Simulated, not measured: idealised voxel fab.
This section sets out a process module, namely voxel capacitor over wiring.
The cross-section shown here is cut; it is 270 nm wide and divided into square cells measuring 5 nm on a side.
Think of the cross-section as a grid of square cells. We describe it in bands, top to bottom, and each band covers one or more rows of those cells. Heads up on the band format: heights come first, top then bottom, in nm. After that it's the materials left to right, each with its width in nm. A single material flagged "all across" fills the whole band edge to edge, and "empty" means there's empty space there. Height reference: 0 = level under which incoming wafer is all one material. Lowest band: no bottom, runs on downward, e.g. "0..down". Width spec "30->40" -> top row of cells at first value, bottom row at second value, equal per-row change in between. "changes: none" -> step changed no cross-section cell. In "Closed void table" the enclosed voids are listed, meaning empty spaces of 8 cells or larger without any opening to the top. The form is width x height at distance, distance from the left edge, units nm. Post-settings text on a step line: simulator's own remark regarding the step. overlay nm: for a step with a mask, the amount by which the mask lay right of where it was planned; a negative amount means left of it.
# Steps in the process plan
1. op RECEIVE | material Si
2. op CONFORMAL_DEP | material SiO2 | thk nm 10
3. op CONFORMAL_DEP | material SiN | thk nm 5
4. op DIRECTIONAL_DEP | material SiO2 | thk nm 20
5. op MASKED_ETCH | tone open | mask id METAL_1 | width nm 20 | pitch nm 85 | etch materials SiO2 | depth nm 20 | overlay nm 0
6. op MASKED_ETCH | tone open | mask id METAL_1 | width nm 20 | pitch nm 85 | etch materials SiN | depth nm 5 | overlay nm 0
7. op CONFORMAL_DEP | material TiN | thk nm 5
8. op FILL_DEP | material Cu | thk nm 10
9. op CMP | height nm 35
10. op CONFORMAL_DEP | material SiCN | thk nm 5
11. op DIRECTIONAL_DEP | material lowk | thk nm 20
12. op DIRECTIONAL_DEP | material aC | thk nm 15
13. op PATTERN | tone open | mask id PLUG_1 | material resist | width nm 15 | thk nm 35 | overlay nm 0
14. op DIRECTIONAL_ETCH | etch materials aC | depth nm 15
15. op STRIP | etch materials resist
16. op DIRECTIONAL_ETCH | etch materials lowk | depth nm 20
17. op DIRECTIONAL_ETCH | etch materials SiCN | depth nm 5
18. op STRIP | etch materials aC
19. op CONFORMAL_DEP | material TiN | thk nm 5
20. op FILL_DEP | material Ru | thk nm 5
21. op CMP | height nm 60
22. op DIRECTIONAL_DEP | material TiN | thk nm 10
23. op DIRECTIONAL_DEP | material HfO2 | thk nm 5
24. op DIRECTIONAL_DEP | material TiN | thk nm 5
25. op DIRECTIONAL_DEP | material aC | thk nm 10
26. op PATTERN | tone cover | mask id UPPER_PLATE | material resist | width nm 70 | thk nm 25 | overlay nm 0
27. op DIRECTIONAL_ETCH | etch materials aC | depth nm 10
28. op STRIP | etch materials resist
29. op DIRECTIONAL_ETCH | etch materials TiN | depth nm 5
30. op DIRECTIONAL_ETCH | etch materials HfO2 | depth nm 5
31. op STRIP | etch materials aC
32. op DIRECTIONAL_DEP | material aC | thk nm 15
33. op PATTERN | tone cover | mask id LOWER_PLATE | material resist | width nm 80 | thk nm 30 | overlay nm 0
34. op DIRECTIONAL_ETCH | etch materials aC | depth nm 15
35. op STRIP | etch materials resist
36. op DIRECTIONAL_ETCH | etch materials TiN | depth nm 10
37. op STRIP | etch materials aC
38. op FILL_DEP | material SiO2 | thk nm 20
39. op CMP | height nm 95
40. op PATTERN | tone open | mask id PLUG_2 | material resist | width nm 15 | thk nm 15 | overlay nm 0
41. op DIRECTIONAL_ETCH | etch materials SiO2 | depth nm 15
42. op STRIP | etch materials resist
43. op CONFORMAL_DEP | material TiN | thk nm 5
44. op FILL_DEP | material Cu | thk nm 10
45. op CMP | height nm 95
46. op CONFORMAL_DEP | material SiCN | thk nm 5
# So, the first of our two wafers, run just as we planned it
# Cross-sectional view of the wafer in its as-received condition, corresponding to the state after step 1
    0..down | Si all across
    Closed void table: none
# Once step 2 is through, the wafer looks like this in cross-section
    10..0 | SiO2 all across
    Note: structure below 0 unchanged.
# Once step 3 is through, the wafer looks like this in cross-section
    15..10 | SiN all across
    Note: structure below 10 unchanged.
# Once step 4 is through, the wafer looks like this in cross-section
    35..15 | SiO2 all across
    Note: structure below 15 unchanged.
# Once step 5 is through, the wafer looks like this in cross-section
    35..15 | 80 SiO2  20 empty  65 SiO2  20 empty  85 SiO2
    Note: structure below 15 unchanged.
# Once step 6 is through, the wafer looks like this in cross-section
    35..15 | 80 SiO2  20 empty  65 SiO2  20 empty  85 SiO2
    15..10 | 80 SiN  20 empty  65 SiN  20 empty  85 SiN
    Note: structure below 10 unchanged.
# Once step 7 is through, the wafer looks like this in cross-section
    40..35 | 85 TiN  10 empty  75 TiN  10 empty  90 TiN
    35..15 | 80 SiO2  5 TiN  10 empty  5 TiN  65 SiO2  5 TiN  10 empty  5 TiN  85 SiO2
    15..10 | 80 SiN  20 TiN  65 SiN  20 TiN  85 SiN
    Note: structure below 10 unchanged.
# Once step 8 is through, the wafer looks like this in cross-section
    50..40 | Cu all across
    40..35 | 85 TiN  10 Cu  75 TiN  10 Cu  90 TiN
    35..15 | 80 SiO2  5 TiN  10 Cu  5 TiN  65 SiO2  5 TiN  10 Cu  5 TiN  85 SiO2
    Note: structure below 15 unchanged.
# Once step 9 is through, the wafer looks like this in cross-section
    35..15 | 80 SiO2  5 TiN  10 Cu  5 TiN  65 SiO2  5 TiN  10 Cu  5 TiN  85 SiO2
    Note: structure below 15 unchanged.
# Once step 10 is through, the wafer looks like this in cross-section
    40..35 | SiCN all across
    Note: structure below 35 unchanged.
# Once step 11 is through, the wafer looks like this in cross-section
    60..40 | lowk all across
    Note: structure below 40 unchanged.
# Once step 12 is through, the wafer looks like this in cross-section
    75..60 | aC all across
    Note: structure below 60 unchanged.
# Once step 13 is through, the wafer looks like this in cross-section
    110..75 | 85 resist  15 empty  170 resist
    Note: structure below 75 unchanged.
# Once step 14 is through, the wafer looks like this in cross-section
    95..75 | 85 resist  15 empty  170 resist
    75..60 | 85 aC  15 empty  170 aC
    Note: structure below 60 unchanged.
# Once step 15 is through, the wafer looks like this in cross-section
    75..60 | 85 aC  15 empty  170 aC
    Note: structure below 60 unchanged.
# Once step 16 is through, the wafer looks like this in cross-section
    75..60 | 85 aC  15 empty  170 aC
    60..40 | 85 lowk  15 empty  170 lowk
    Note: structure below 40 unchanged.
# Once step 17 is through, the wafer looks like this in cross-section
    75..60 | 85 aC  15 empty  170 aC
    60..40 | 85 lowk  15 empty  170 lowk
    40..35 | 85 SiCN  15 empty  170 SiCN
    Note: structure below 35 unchanged.
# Once step 18 is through, the wafer looks like this in cross-section
    60..40 | 85 lowk  15 empty  170 lowk
    Note: structure below 40 unchanged.
# Once step 19 is through, the wafer looks like this in cross-section
    65..60 | 90 TiN  5 empty  175 TiN
    60..40 | 85 lowk  5 TiN  5 empty  5 TiN  170 lowk
    40..35 | 85 SiCN  15 TiN  170 SiCN
    Note: structure below 35 unchanged.
# Once step 20 is through, the wafer looks like this in cross-section
    70..65 | Ru all across
    65..60 | 90 TiN  5 Ru  175 TiN
    60..40 | 85 lowk  5 TiN  5 Ru  5 TiN  170 lowk
    Note: structure below 40 unchanged.
# Once step 21 is through, the wafer looks like this in cross-section
    60..40 | 85 lowk  5 TiN  5 Ru  5 TiN  170 lowk
    Note: structure below 40 unchanged.
# Once step 22 is through, the wafer looks like this in cross-section
    70..60 | TiN all across
    Note: structure below 60 unchanged.
# Once step 23 is through, the wafer looks like this in cross-section
    75..70 | HfO2 all across
    Note: structure below 70 unchanged.
# Once step 24 is through, the wafer looks like this in cross-section
    80..75 | TiN all across
    Note: structure below 75 unchanged.
# Once step 25 is through, the wafer looks like this in cross-section
    90..80 | aC all across
    Note: structure below 80 unchanged.
# Once step 26 is through, the wafer looks like this in cross-section
    115..90 | 85 empty  70 resist  115 empty
    Note: structure below 90 unchanged.
# Once step 27 is through, the wafer looks like this in cross-section
    105..90 | 85 empty  70 resist  115 empty
    90..80 | 85 empty  70 aC  115 empty
    Note: structure below 80 unchanged.
# Once step 28 is through, the wafer looks like this in cross-section
    90..80 | 85 empty  70 aC  115 empty
    Note: structure below 80 unchanged.
# Once step 29 is through, the wafer looks like this in cross-section
    90..80 | 85 empty  70 aC  115 empty
    80..75 | 85 empty  70 TiN  115 empty
    Note: structure below 75 unchanged.
# Once step 30 is through, the wafer looks like this in cross-section
    90..80 | 85 empty  70 aC  115 empty
    80..75 | 85 empty  70 TiN  115 empty
    75..70 | 85 empty  70 HfO2  115 empty
    Note: structure below 70 unchanged.
# Once step 31 is through, the wafer looks like this in cross-section
    80..75 | 85 empty  70 TiN  115 empty
    Note: structure below 75 unchanged.
# Once step 32 is through, the wafer looks like this in cross-section
    95..85 | 85 empty  70 aC  115 empty
    85..80 | aC all across
    80..75 | 85 aC  70 TiN  115 aC
    75..70 | 85 aC  70 HfO2  115 aC
    Note: structure below 70 unchanged.
# Once step 33 is through, the wafer looks like this in cross-section
    125..95 | 80 empty  80 resist  110 empty
    95..85 | 80 empty  5 resist  70 aC  5 resist  110 empty
    Note: structure below 85 unchanged.
# Once step 34 is through, the wafer looks like this in cross-section
    110..95 | 80 empty  80 resist  110 empty
    95..85 | 80 empty  5 resist  70 aC  5 resist  110 empty
    85..80 | 80 empty  80 aC  110 empty
    80..75 | 80 empty  5 aC  70 TiN  5 aC  110 empty
    75..70 | 80 empty  5 aC  70 HfO2  5 aC  110 empty
    Note: structure below 70 unchanged.
# Once step 35 is through, the wafer looks like this in cross-section
    95..85 | 85 empty  70 aC  115 empty
    Note: structure below 85 unchanged.
# Once step 36 is through, the wafer looks like this in cross-section
    95..85 | 85 empty  70 aC  115 empty
    85..80 | 80 empty  80 aC  110 empty
    80..75 | 80 empty  5 aC  70 TiN  5 aC  110 empty
    75..70 | 80 empty  5 aC  70 HfO2  5 aC  110 empty
    70..60 | 80 empty  80 TiN  110 empty
    Note: structure below 60 unchanged.
# Once step 37 is through, the wafer looks like this in cross-section
    80..75 | 85 empty  70 TiN  115 empty
    75..70 | 85 empty  70 HfO2  115 empty
    Note: structure below 70 unchanged.
# Once step 38 is through, the wafer looks like this in cross-section
    100..80 | SiO2 all across
    80..75 | 85 SiO2  70 TiN  115 SiO2
    75..70 | 85 SiO2  70 HfO2  115 SiO2
    70..60 | 80 SiO2  80 TiN  110 SiO2
    Note: structure below 60 unchanged.
# Once step 39 is through, the wafer looks like this in cross-section
    95..80 | SiO2 all across
    Note: structure below 80 unchanged.
# Once step 40 is through, the wafer looks like this in cross-section
    110..95 | 95 resist  15 empty  160 resist
    Note: structure below 95 unchanged.
# Once step 41 is through, the wafer looks like this in cross-section
    110..95 | 95 resist  15 empty  160 resist
    95..80 | 95 SiO2  15 empty  160 SiO2
    Note: structure below 80 unchanged.
# Once step 42 is through, the wafer looks like this in cross-section
    95..80 | 95 SiO2  15 empty  160 SiO2
    Note: structure below 80 unchanged.
# Once step 43 is through, the wafer looks like this in cross-section
    100..95 | 100 TiN  5 empty  165 TiN
    95..85 | 95 SiO2  5 TiN  5 empty  5 TiN  160 SiO2
    85..75 | 95->85 SiO2  15->70 TiN  160->115 SiO2
    Note: structure below 75 unchanged.
# Once step 44 is through, the wafer looks like this in cross-section
    110..100 | Cu all across
    100..95 | 100 TiN  5 Cu  165 TiN
    95..85 | 95 SiO2  5 TiN  5 Cu  5 TiN  160 SiO2
    Note: structure below 85 unchanged.
# Once step 45 is through, the wafer looks like this in cross-section
    95..85 | 95 SiO2  5 TiN  5 Cu  5 TiN  160 SiO2
    Note: structure below 85 unchanged.
# Once step 46 is through, the wafer looks like this in cross-section
    100..95 | SiCN all across
    Note: structure below 95 unchanged.
# Second wafer. Start and plan as for the first. One mistake made in running. Agrees with the first up to and including step 12
# Second wafer cross-section, taken as of the time the plan sets for step 13 to be done
    110..75 | 90 resist  15 empty  165 resist
    Note: structure below 75 unchanged.
# Second wafer cross-section, taken as of the time the plan sets for step 14 to be done
    95..75 | 90 resist  15 empty  165 resist
    75..60 | 90 aC  15 empty  165 aC
    Note: structure below 60 unchanged.
# Second wafer cross-section, taken as of the time the plan sets for step 15 to be done
    75..60 | 90 aC  15 empty  165 aC
    Note: structure below 60 unchanged.
# Second wafer cross-section, taken as of the time the plan sets for step 16 to be done
    75..60 | 90 aC  15 empty  165 aC
    60..40 | 90 lowk  15 empty  165 lowk
    Note: structure below 40 unchanged.
# Second wafer cross-section, taken as of the time the plan sets for step 17 to be done
    75..60 | 90 aC  15 empty  165 aC
    60..40 | 90 lowk  15 empty  165 lowk
    40..35 | 90 SiCN  15 empty  165 SiCN
    Note: structure below 35 unchanged.
# Second wafer cross-section, taken as of the time the plan sets for step 18 to be done
    60..40 | 90 lowk  15 empty  165 lowk
    Note: structure below 40 unchanged.
# Second wafer cross-section, taken as of the time the plan sets for step 19 to be done
    65..60 | 95 TiN  5 empty  170 TiN
    60..40 | 90 lowk  5 TiN  5 empty  5 TiN  165 lowk
    40..35 | 90 SiCN  15 TiN  165 SiCN
    Note: structure below 35 unchanged.
# Second wafer cross-section, taken as of the time the plan sets for step 20 to be done
    70..65 | Ru all across
    65..60 | 95 TiN  5 Ru  170 TiN
    60..40 | 90 lowk  5 TiN  5 Ru  5 TiN  165 lowk
    Note: structure below 40 unchanged.
# Second wafer cross-section, taken as of the time the plan sets for step 21 to be done
    60..40 | 90 lowk  5 TiN  5 Ru  5 TiN  165 lowk
    Note: structure below 40 unchanged.
# Second wafer cross-section, taken as of the time the plan sets for step 22 to be done
    70..60 | TiN all across
    Note: structure below 60 unchanged.
# Second wafer cross-section, taken as of the time the plan sets for step 23 to be done
    75..70 | HfO2 all across
    Note: structure below 70 unchanged.
# Second wafer cross-section, taken as of the time the plan sets for step 24 to be done
    80..75 | TiN all across
    Note: structure below 75 unchanged.
# Second wafer cross-section, taken as of the time the plan sets for step 25 to be done
    90..80 | aC all across
    Note: structure below 80 unchanged.
# Second wafer cross-section, taken as of the time the plan sets for step 26 to be done
    115..90 | 85 empty  70 resist  115 empty
    Note: structure below 90 unchanged.
# Second wafer cross-section, taken as of the time the plan sets for step 27 to be done
    105..90 | 85 empty  70 resist  115 empty
    90..80 | 85 empty  70 aC  115 empty
    Note: structure below 80 unchanged.
# Second wafer cross-section, taken as of the time the plan sets for step 28 to be done
    90..80 | 85 empty  70 aC  115 empty
    Note: structure below 80 unchanged.
# Second wafer cross-section, taken as of the time the plan sets for step 29 to be done
    90..80 | 85 empty  70 aC  115 empty
    80..75 | 85 empty  70 TiN  115 empty
    Note: structure below 75 unchanged.
# Second wafer cross-section, taken as of the time the plan sets for step 30 to be done
    90..80 | 85 empty  70 aC  115 empty
    80..75 | 85 empty  70 TiN  115 empty
    75..70 | 85 empty  70 HfO2  115 empty
    Note: structure below 70 unchanged.
# Second wafer cross-section, taken as of the time the plan sets for step 31 to be done
    80..75 | 85 empty  70 TiN  115 empty
    Note: structure below 75 unchanged.
# Second wafer cross-section, taken as of the time the plan sets for step 32 to be done
    95..85 | 85 empty  70 aC  115 empty
    85..80 | aC all across
    80..75 | 85 aC  70 TiN  115 aC
    75..70 | 85 aC  70 HfO2  115 aC
    Note: structure below 70 unchanged.
# Second wafer cross-section, taken as of the time the plan sets for step 33 to be done
    125..95 | 80 empty  80 resist  110 empty
    95..85 | 80 empty  5 resist  70 aC  5 resist  110 empty
    Note: structure below 85 unchanged.
# Second wafer cross-section, taken as of the time the plan sets for step 34 to be done
    110..95 | 80 empty  80 resist  110 empty
    95..85 | 80 empty  5 resist  70 aC  5 resist  110 empty
    85..80 | 80 empty  80 aC  110 empty
    80..75 | 80 empty  5 aC  70 TiN  5 aC  110 empty
    75..70 | 80 empty  5 aC  70 HfO2  5 aC  110 empty
    Note: structure below 70 unchanged.
# Second wafer cross-section, taken as of the time the plan sets for step 35 to be done
    95..85 | 85 empty  70 aC  115 empty
    Note: structure below 85 unchanged.
# Second wafer cross-section, taken as of the time the plan sets for step 36 to be done
    95..85 | 85 empty  70 aC  115 empty
    85..80 | 80 empty  80 aC  110 empty
    80..75 | 80 empty  5 aC  70 TiN  5 aC  110 empty
    75..70 | 80 empty  5 aC  70 HfO2  5 aC  110 empty
    70..60 | 80 empty  80 TiN  110 empty
    Note: structure below 60 unchanged.
# Second wafer cross-section, taken as of the time the plan sets for step 37 to be done
    80..75 | 85 empty  70 TiN  115 empty
    75..70 | 85 empty  70 HfO2  115 empty
    Note: structure below 70 unchanged.
# Second wafer cross-section, taken as of the time the plan sets for step 38 to be done
    100..80 | SiO2 all across
    80..75 | 85 SiO2  70 TiN  115 SiO2
    75..70 | 85 SiO2  70 HfO2  115 SiO2
    70..60 | 80 SiO2  80 TiN  110 SiO2
    Note: structure below 60 unchanged.
# Second wafer cross-section, taken as of the time the plan sets for step 39 to be done
    95..80 | SiO2 all across
    Note: structure below 80 unchanged.
# Second wafer cross-section, taken as of the time the plan sets for step 40 to be done
    110..95 | 95 resist  15 empty  160 resist
    Note: structure below 95 unchanged.
# Second wafer cross-section, taken as of the time the plan sets for step 41 to be done
    110..95 | 95 resist  15 empty  160 resist
    95..80 | 95 SiO2  15 empty  160 SiO2
    Note: structure below 80 unchanged.
# Second wafer cross-section, taken as of the time the plan sets for step 42 to be done
    95..80 | 95 SiO2  15 empty  160 SiO2
    Note: structure below 80 unchanged.
# Second wafer cross-section, taken as of the time the plan sets for step 43 to be done
    100..95 | 100 TiN  5 empty  165 TiN
    95..85 | 95 SiO2  5 TiN  5 empty  5 TiN  160 SiO2
    85..75 | 95->85 SiO2  15->70 TiN  160->115 SiO2
    Note: structure below 75 unchanged.
# Second wafer cross-section, taken as of the time the plan sets for step 44 to be done
    110..100 | Cu all across
    100..95 | 100 TiN  5 Cu  165 TiN
    95..85 | 95 SiO2  5 TiN  5 Cu  5 TiN  160 SiO2
    Note: structure below 85 unchanged.
# Second wafer cross-section, taken as of the time the plan sets for step 45 to be done
    95..85 | 95 SiO2  5 TiN  5 Cu  5 TiN  160 SiO2
    Note: structure below 85 unchanged.
# Second wafer cross-section, taken as of the time the plan sets for step 46 to be done
    100..95 | SiCN all across
    Note: structure below 95 unchanged.
So what did we get wrong on this run? rather than as planned, step 13 actually ran as op PATTERN | tone open | mask id PLUG_1 | material resist | width nm 15 | thk nm 35 | overlay nm 5
Both wafers, final: cells per material equal; arrangement not.
